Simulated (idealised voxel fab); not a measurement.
The following process module bears the name voxel released beams.
Square cells of 5 nm make up the cross-section cut, whose width is 300 nm.
Notation: cross-section as square-cell grid; stated in bands, top first, going down; one or more cell rows per band.
Within each band entry, the heights of the top and of the bottom of the band appear first, in that order and in nm; the materials of the band then follow from left to right, each with its corresponding width in nm. The designation "throughout" on a single material indicates that it fills the band from edge to edge; the designation "empty" indicates empty space.
Measure heights from 0. That's the level where, below it, the as-received wafer is all one material. The lowest band is bottomless and extends downward; write it as in "0 -> down".
With a width like "30 to 40", each row of cells in the band differs from the next by the same amount, the top row carrying the first number and the bottom row the second.
When a step is marked "no change", none of the cells in the cross-section changed during that step.
Listed closed voids: empty space of 8 cells or more with no open way to the top, each as width x height at its distance from the left edge, in nm
If you see something after the settings on a step's line, that's the simulator's own remark about that step.
overlay nm: on a step with a mask, how far right of its planned place the mask lay; negative means left.

PROCESS STEPS - PLAN
step 1: RECEIVE, material Si
step 2: CONFORMAL_DEP, material Al2O3, thk nm 10
step 3: DIRECTIONAL_DEP, material SiO2, thk nm 15
step 4: MASKED_ETCH, tone open, mask id ANCHOR, width nm 35, etch materials SiO2, depth nm 15, overlay nm 0
step 5: CONFORMAL_DEP, material W, thk nm 10
step 6: PATTERN, tone cover, mask id BEAM, material resist, width nm 100, thk nm 20, overlay nm -15
step 7: DIRECTIONAL_ETCH, etch materials W, depth nm 10
step 8: STRIP, etch materials resist
step 9: STRIP, etch materials SiO2
All wafers enter the flow in the same state. The overlay nm at step 6 differs from wafer to wafer, and the plan gives the value for the first wafer.

FIRST WAFER AS RECEIVED, AFTER STEP 1
- 0 -> down | Si throughout
- Listed closed voids: none

WHERE EACH WAFER STANDS AT THE END OF THE MODULE, A ROW APIECE: CELLS OF EACH MATERIAL GAINED (+) OR LOST (-) SINCE IT WAS RECEIVED, THEN CLOSED VOIDS
overlay nm -15; +120 Al2O3; +52 W; Listed closed voids: none
overlay nm -10; +120 Al2O3; +52 W; Listed closed voids: none
overlay nm -5; +120 Al2O3; +52 W; Listed closed voids: none
overlay nm 0; +120 Al2O3; +52 W; Listed closed voids: none
overlay nm 5; +120 Al2O3; +52 W; Listed closed voids: none
overlay nm 10; +120 Al2O3; +52 W; Listed closed voids: none
overlay nm 15; +120 Al2O3; +52 W; Listed closed voids: none
